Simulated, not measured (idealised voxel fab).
Module name: voxel released beams (process module)
Section cut is 175 nm wide and gridded with 5 nm square cells.
Cross-section format: a grid of square cells, given as bands from top to bottom; each band is one or more rows of cells.
For a band, the entry starts with two heights in nm, that of the top and then that of the bottom, and carries on with the band's materials in order from left to right, each alongside its width in nm; the word "full width" beside a single material means it fills the band edge to edge, and "blank" means empty space.
The reference from which all heights are counted is 0, the level beneath which the as-received wafer is entirely one material; the lowest band, having no lower bound, proceeds downward and is written after the example "0 down".
Width: "30..40" (first number = top row, second number = bottom row, same change from row to row of cells).
"no modification" for a step: no cell of the cross-section changed in that step.
If an empty space has no open way to the top and is at least 8 cells in size, "Voids, sealed" lists it, written width x height at distance, where distance is measured from the left edge and every value is in nm.
Post-settings text on a step line: simulator's own remark regarding the step.
A step's line can hold "overlay nm"; with a mask on that step, the setting says how far right of the planned place the mask lay, while a negative setting says it lay to the left.

-- Below is the list of planned process steps
1,RECEIVE: material Si
2,CONFORMAL_DEP: material SiN, thk nm 10
3,DIRECTIONAL_DEP: material SiO2, thk nm 10
4,MASKED_ETCH: tone open, mask id ANCHOR, width nm 25, etch materials SiO2, depth nm 10, overlay nm 0
5,CONFORMAL_DEP: material W, thk nm 10
6,PATTERN: tone cover, mask id BEAM, material resist, width nm 70, thk nm 15, overlay nm -15
7,DIRECTIONAL_ETCH: etch materials W, depth nm 10
8,STRIP: etch materials resist
9,STRIP: etch materials SiO2
What sets these wafers apart? The overlay nm at step 6. They all start alike, and the plan carries the first wafer's value.

-- Cross-section, first of several wafers, as delivered after step 1
	0 down  Si full width
	Voids, sealed: none

-- Gained (+) or lost (-) cells of each material since receipt, then closed voids: one row per wafer, at the end of the module
overlay nm -15, +70 SiN, +36 W, Voids, sealed: none
overlay nm -10, +70 SiN, +36 W, Voids, sealed: none
overlay nm -5, +70 SiN, +36 W, Voids, sealed: none
overlay nm 0, +70 SiN, +36 W, Voids, sealed: none
overlay nm 5, +70 SiN, +36 W, Voids, sealed: none
overlay nm 10, +70 SiN, +36 W, Voids, sealed: none
overlay nm 15, +70 SiN, +36 W, Voids, sealed: none
